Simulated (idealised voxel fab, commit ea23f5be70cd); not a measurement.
process module | voxel transistor to metal
cross-section cut | 185 nm wide | cells 5 nm
A cross-section is a grid of square cells, given in bands from the top down. A band is one or more rows of cells.
Each band's line starts with the height of the band's top and of its bottom, in nm. Then come its materials from left to right, each with its width in nm. One material with "throughout" fills the band from edge to edge. "air" is empty space.
Height 0 is the level under which the wafer as received is all one material. The lowest band goes on downwards, as in "0 down".
A width such as "30 to 40" changes by the same amount from each row of cells to the next, from the band's top row to its bottom row.
"no change" after a step means that no cell of the cross-section changed.
closed voids: empty space of 8 cells or more with no open way to the top, each as width x height at its distance from the left edge, in nm
after a step's settings: what the simulator itself notes on the step
overlay nm, on a step with a mask: how far to the right of its planned place the mask lay; to the left if negative
plan
1 op RECEIVE | material Si
2 op CONFORMAL_DEP | material SiO2 | thk nm 5
3 op CONFORMAL_DEP | material SiN | thk nm 10
4 op DIRECTIONAL_DEP | material aC | thk nm 10
5 op PATTERN | tone cover | mask id ACTIVE | material resist | width nm 100 | thk nm 25 | overlay nm 0
6 op DIRECTIONAL_ETCH | etch materials aC | depth nm 10
7 op STRIP | etch materials resist
8 op DIRECTIONAL_ETCH | etch materials SiN | depth nm 10
9 op DIRECTIONAL_ETCH | etch materials SiO2 | depth nm 5
10 op DIRECTIONAL_ETCH | etch materials Si | depth nm 25
11 op STRIP | etch materials aC
12 op OXIDIZE | depth nm 5
13 op FILL_DEP | material SiO2 | thk nm 5
14 op CMP | height nm 15
15 op SELECTIVE_ETCH | etch materials SiO2 | depth nm 5
16 op STRIP | etch materials SiN
17 op SELECTIVE_ETCH | etch materials SiO2 | depth nm 5
18 op OXIDIZE | depth nm 5
19 op DIRECTIONAL_DEP | material polySi | thk nm 30
20 op DIRECTIONAL_DEP | material SiCN | thk nm 15
21 op DIRECTIONAL_DEP | material aC | thk nm 15
22 op PATTERN | tone cover | mask id GATE | material resist | width nm 30 | thk nm 35 | overlay nm 0
23 op DIRECTIONAL_ETCH | etch materials aC | depth nm 15
24 op STRIP | etch materials resist
25 op DIRECTIONAL_ETCH | etch materials SiCN | depth nm 25
26 op DIRECTIONAL_ETCH | etch materials polySi | depth nm 40
27 op STRIP | etch materials aC
28 op CONFORMAL_DEP | material SiN | thk nm 5
29 op DIRECTIONAL_ETCH | etch materials SiN | depth nm 5
30 op DIRECTIONAL_ETCH | etch materials SiO2 | depth nm 5
31 op DIRECTIONAL_ETCH | etch materials Si | depth nm 10
32 op EPI | material SiGe | thk nm 10
33 op FILL_DEP | material SiO2 | thk nm 5
34 op CMP | height nm 30
35 op STRIP | etch materials polySi
36 op SELECTIVE_ETCH | etch materials SiO2 | depth nm 5
37 op CONFORMAL_DEP | material HfO2 | thk nm 5
38 op CONFORMAL_DEP | material TiN | thk nm 5
39 op FILL_DEP | material W | thk nm 5
40 op CMP | height nm 25
41 op DIRECTIONAL_DEP | material SiO2 | thk nm 15
42 op PATTERN | tone open | mask id CONTACT | material resist | width nm 15 | pitch nm 75 | thk nm 20 | overlay nm 0
43 op DIRECTIONAL_ETCH | etch materials SiO2 | depth nm 45
44 op STRIP | etch materials resist
45 op CONFORMAL_DEP | material TiN | thk nm 5
46 op FILL_DEP | material W | thk nm 10
47 op CMP | height nm 40
48 op CONFORMAL_DEP | material SiCN | thk nm 5
49 op DIRECTIONAL_DEP | material lowk | thk nm 15
50 op MASKED_ETCH | tone open | mask id METAL_1 | width nm 15 | pitch nm 75 | etch materials lowk | depth nm 15 | overlay nm 0
51 op MASKED_ETCH | tone open | mask id METAL_1 | width nm 15 | pitch nm 75 | etch materials SiCN | depth nm 5 | overlay nm 0
52 op CONFORMAL_DEP | material TiN | thk nm 5
53 op FILL_DEP | material Cu | thk nm 5
54 op CMP | height nm 60
55 op CONFORMAL_DEP | material SiCN | thk nm 5
56 op DIRECTIONAL_DEP | material lowk | thk nm 35
57 op DIRECTIONAL_DEP | material aC | thk nm 10
58 op PATTERN | tone open | mask id METAL_2 | material resist | width nm 15 | pitch nm 75 | thk nm 25 | overlay nm 0
59 op DIRECTIONAL_ETCH | etch materials aC | depth nm 10
60 op STRIP | etch materials resist
61 op DIRECTIONAL_ETCH | etch materials lowk | depth nm 20
62 op STRIP | etch materials aC
63 op DIRECTIONAL_DEP | material aC | thk nm 15
64 op PATTERN | tone open | mask id METAL_2_HOLES | material resist | width nm 15 | pitch nm 75 | thk nm 30 | overlay nm 0
65 op DIRECTIONAL_ETCH | etch materials aC | depth nm 15
66 op STRIP | etch materials resist
67 op DIRECTIONAL_ETCH | etch materials lowk | depth nm 15
68 op DIRECTIONAL_ETCH | etch materials SiCN | depth nm 5
69 op STRIP | etch materials aC
70 op CONFORMAL_DEP | material TiN | thk nm 5
71 op FILL_DEP | material Cu | thk nm 10
72 op CMP | height nm 100
73 op CONFORMAL_DEP | material SiCN | thk nm 5
as received, after step 1
  0 down: Si throughout
  closed voids: none
first wafer at the end, as planned
  105 to 100: SiCN throughout
  100 to 65: lowk 45 | TiN 5 | Cu 5 | TiN 5 | lowk 60 | TiN 5 | Cu 5 | TiN 5 | lowk 50
  65 to 60: SiCN 45 | TiN 15 | SiCN 60 | TiN 15 | SiCN 50
  60 to 45: lowk 45 | TiN 5 | Cu 5 | TiN 5 | lowk 60 | TiN 5 | Cu 5 | TiN 5 | lowk 50
  45 to 40: SiCN 45 | TiN 15 | SiCN 60 | TiN 15 | SiCN 50
  40 to 25: SiO2 45 | TiN 5 | W 5 | TiN 5 | SiO2 60 | TiN 5 | W 5 | TiN 5 | SiO2 50
  25 to 5: SiO2 45 | TiN 5 | W 5 | TiN 5 | SiO2 10 | SiN 5 | HfO2 5 | TiN 5 | W 10 | TiN 5 | HfO2 5 | SiN 5 | SiO2 10 | TiN 5 | W 5 | TiN 5 | SiO2 50
  5 to 0: SiO2 35 | SiN 5 | SiO2 5 | TiN 5 | W 5 | TiN 5 | SiGe 10 | SiN 5 | HfO2 5 | TiN 20 | HfO2 5 | SiN 5 | SiGe 10 | TiN 5 | W 5 | TiN 5 | SiO2 5 | SiN 5 | SiO2 40
  0 to -5: SiO2 45 | TiN 15 | SiGe 10 | HfO2 40 | SiGe 10 | TiN 15 | SiO2 50
  -5 to -15: SiO2 45 | SiGe 25 | Si 40 | SiGe 25 | SiO2 50
  -15 to -30: SiO2 45 | Si 90 | SiO2 50
  -30 down: Si throughout
  closed voids: none
second wafer at the end: like start, like plan, one mistake
  105 to 100: SiCN throughout
  100 to 90: lowk 45 | TiN 5 | Cu 15 | TiN 5 | lowk 50 | TiN 5 | Cu 15 | TiN 5 | lowk 40
  90 to 85: lowk 45 | TiN 5 | Cu 5 | TiN 15 | lowk 50 | TiN 5 | Cu 5 | TiN 15 | lowk 40
  85 to 80: lowk 45 | TiN 15 | lowk 60 | TiN 15 | lowk 50
  80 to 65: lowk 55 | TiN 5 | lowk 70 | TiN 5 | lowk 50
  65 to 60: SiCN 55 | TiN 5 | SiCN 70 | TiN 5 | SiCN 50
  60 to 45: lowk 45 | TiN 5 | Cu 5 | TiN 5 | lowk 60 | TiN 5 | Cu 5 | TiN 5 | lowk 50
  45 to 40: SiCN 45 | TiN 15 | SiCN 60 | TiN 15 | SiCN 50
  40 to 25: SiO2 45 | TiN 5 | W 5 | TiN 5 | SiO2 60 | TiN 5 | W 5 | TiN 5 | SiO2 50
  25 to 5: SiO2 45 | TiN 5 | W 5 | TiN 5 | SiO2 10 | SiN 5 | HfO2 5 | TiN 5 | W 10 | TiN 5 | HfO2 5 | SiN 5 | SiO2 10 | TiN 5 | W 5 | TiN 5 | SiO2 50
  5 to 0: SiO2 35 | SiN 5 | SiO2 5 | TiN 5 | W 5 | TiN 5 | SiGe 10 | SiN 5 | HfO2 5 | TiN 20 | HfO2 5 | SiN 5 | SiGe 10 | TiN 5 | W 5 | TiN 5 | SiO2 5 | SiN 5 | SiO2 40
  0 to -5: SiO2 45 | TiN 15 | SiGe 10 | HfO2 40 | SiGe 10 | TiN 15 | SiO2 50
  -5 to -15: SiO2 45 | SiGe 25 | Si 40 | SiGe 25 | SiO2 50
  -15 to -30: SiO2 45 | Si 90 | SiO2 50
  -30 down: Si throughout
  closed voids: none
what went wrong: step 64 ran as: op PATTERN | tone open | mask id METAL_2_HOLES | material resist | width nm 15 | pitch nm 75 | thk nm 30 | overlay nm 10
at the end the second wafer has, in cells: 4 more of SiCN | 4 fewer of TiN
